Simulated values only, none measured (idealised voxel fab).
process module | voxel wiring stack
cross-section cut | 190 nm wide | cells 5 nm
A cross-section is a grid of square cells, given in bands from the top down. A band is one or more rows of cells.
Each band's line starts with the height of the band's top and of its bottom, in nm. Then come its materials from left to right, each with its width in nm. One material with "throughout" fills the band from edge to edge. "air" is empty space.
Height 0 is the level under which the wafer as received is all one material. The lowest band goes on downwards, as in "0 down".
A width such as "30 to 40" changes by the same amount from each row of cells to the next, from the band's top row to its bottom row.
"no change" after a step means that no cell of the cross-section changed.
closed voids: empty space of 8 cells or more with no open way to the top, each as width x height at its distance from the left edge, in nm
after a step's settings: what the simulator itself notes on the step
overlay nm, on a step with a mask: how far to the right of its planned place the mask lay; to the left if negative
plan
1 op RECEIVE | material Si
2 op CONFORMAL_DEP | material SiO2 | thk nm 10
3 op CONFORMAL_DEP | material SiCN | thk nm 5
4 op DIRECTIONAL_DEP | material lowk | thk nm 20
5 op DIRECTIONAL_DEP | material aC | thk nm 15
6 op PATTERN | tone open | mask id METAL_1 | material resist | width nm 25 | pitch nm 55 | thk nm 35 | overlay nm 0
7 op DIRECTIONAL_ETCH | etch materials aC | depth nm 15
8 op STRIP | etch materials resist
9 op DIRECTIONAL_ETCH | etch materials lowk | depth nm 20
10 op DIRECTIONAL_ETCH | etch materials SiCN | depth nm 5
11 op STRIP | etch materials aC
12 op CONFORMAL_DEP | material TiN | thk nm 5
13 op FILL_DEP | material Cu | thk nm 5
14 op CMP | height nm 35
15 op CONFORMAL_DEP | material SiCN | thk nm 5
16 op DIRECTIONAL_DEP | material lowk | thk nm 10
17 op DIRECTIONAL_DEP | material aC | thk nm 10
18 op PATTERN | tone open | mask id PLUG_1 | material resist | width nm 15 | thk nm 30 | overlay nm 0
19 op DIRECTIONAL_ETCH | etch materials aC | depth nm 10
20 op STRIP | etch materials resist
21 op DIRECTIONAL_ETCH | etch materials lowk | depth nm 10
22 op DIRECTIONAL_ETCH | etch materials SiCN | depth nm 5
23 op STRIP | etch materials aC
24 op EPI | material Ru | thk nm 10
25 op EPI | material Ru | thk nm 5
26 op DIRECTIONAL_DEP | material TiN | thk nm 5
27 op DIRECTIONAL_DEP | material Ru | thk nm 15
28 op DIRECTIONAL_DEP | material aC | thk nm 10
29 op PATTERN | tone cover | mask id METAL_2 | material resist | width nm 25 | pitch nm 55 | thk nm 30 | overlay nm 0
30 op DIRECTIONAL_ETCH | etch materials aC | depth nm 10
31 op STRIP | etch materials resist
32 op DIRECTIONAL_ETCH | etch materials Ru | depth nm 15
33 op DIRECTIONAL_ETCH | etch materials TiN | depth nm 5
34 op STRIP | etch materials aC
35 op CONFORMAL_DEP | material SiN | thk nm 5
36 op FILL_DEP | material SiO2 | thk nm 10
37 op CMP | height nm 70
38 op CONFORMAL_DEP | material SiCN | thk nm 5
39 op DIRECTIONAL_DEP | material lowk | thk nm 30
40 op DIRECTIONAL_DEP | material aC | thk nm 15
41 op PATTERN | tone open | mask id METAL_3 | material resist | width nm 25 | pitch nm 55 | thk nm 35 | overlay nm 0
42 op DIRECTIONAL_ETCH | etch materials aC | depth nm 15
43 op STRIP | etch materials resist
44 op DIRECTIONAL_ETCH | etch materials lowk | depth nm 20
45 op STRIP | etch materials aC
46 op PATTERN | tone open | mask id METAL_3_HOLES | material resist | width nm 15 | pitch nm 55 | thk nm 15 | overlay nm 0
47 op DIRECTIONAL_ETCH | etch materials lowk | depth nm 10
48 op DIRECTIONAL_ETCH | etch materials SiCN | depth nm 5
49 op STRIP | etch materials resist
50 op CONFORMAL_DEP | material TiN | thk nm 5
51 op FILL_DEP | material Ru | thk nm 5
52 op CMP | height nm 105
53 op CONFORMAL_DEP | material SiCN | thk nm 5
54 op DIRECTIONAL_DEP | material lowk | thk nm 25
55 op MASKED_ETCH | tone open | mask id METAL_4_HOLES | width nm 15 | pitch nm 55 | etch materials lowk | depth nm 25 | overlay nm 0
56 op DIRECTIONAL_DEP | material aC | thk nm 10
57 op PATTERN | tone open | mask id METAL_4 | material resist | width nm 25 | pitch nm 55 | thk nm 30 | overlay nm 0
58 op DIRECTIONAL_ETCH | etch materials aC | depth nm 10
59 op STRIP | etch materials resist
60 op DIRECTIONAL_ETCH | etch materials lowk | depth nm 15
61 op DIRECTIONAL_ETCH | etch materials SiCN | depth nm 5
62 op STRIP | etch materials aC
63 op CONFORMAL_DEP | material TiN | thk nm 5
64 op FILL_DEP | material Cu | thk nm 10
65 op CMP | height nm 135
66 op CONFORMAL_DEP | material SiCN | thk nm 5
as received, after step 1
  0 down: Si throughout
  closed voids: none
a wafer at the end: this start, this plan, one mistake
  140 to 135: SiCN throughout
  135 to 125: lowk 55 | TiN 5 | Cu 15 | TiN 5 | lowk 30 | TiN 5 | Cu 15 | TiN 5 | lowk 55
  125 to 120: lowk 55 | TiN 15 | Cu 5 | TiN 5 | lowk 30 | TiN 15 | Cu 5 | TiN 5 | lowk 55
  120 to 110: lowk 65 | TiN 5 | Cu 5 | TiN 5 | lowk 40 | TiN 5 | Cu 5 | TiN 5 | lowk 55
  110 to 105: SiCN 65 | TiN 15 | SiCN 40 | TiN 15 | SiCN 55
  105 to 90: lowk 55 | TiN 5 | Ru 15 | TiN 5 | lowk 30 | TiN 5 | Ru 15 | TiN 5 | lowk 55
  90 to 85: lowk 55 | TiN 5 | Ru 5 | TiN 15 | lowk 30 | TiN 5 | Ru 5 | TiN 15 | lowk 55
  85 to 75: lowk 55 | TiN 5 | Ru 5 | TiN 5 | lowk 40 | TiN 5 | Ru 5 | TiN 5 | lowk 65
  75 to 70: SiCN 55 | TiN 15 | SiCN 40 | TiN 15 | SiCN 65
  70 to 55: SiO2 50 | SiN 5 | Ru 25 | SiN 5 | SiO2 20 | SiN 5 | Ru 25 | SiN 5 | SiO2 50
  55 to 50: SiN 55 | TiN 25 | SiN 30 | TiN 25 | SiN 55
  50 to 40: lowk 55 | Ru 15 | lowk 120
  40 to 35: SiCN 55 | Ru 15 | SiCN 120
  35 to 15: lowk 55 | TiN 5 | Cu 15 | TiN 5 | lowk 30 | TiN 5 | Cu 15 | TiN 5 | lowk 55
  15 to 10: SiCN 55 | TiN 25 | SiCN 30 | TiN 25 | SiCN 55
  10 to 0: SiO2 throughout
  0 down: Si throughout
  closed voids: none
what went wrong: step 55 ran as: op MASKED_ETCH | tone open | mask id METAL_4_HOLES | width nm 15 | pitch nm 55 | etch materials lowk | depth nm 25 | overlay nm 10
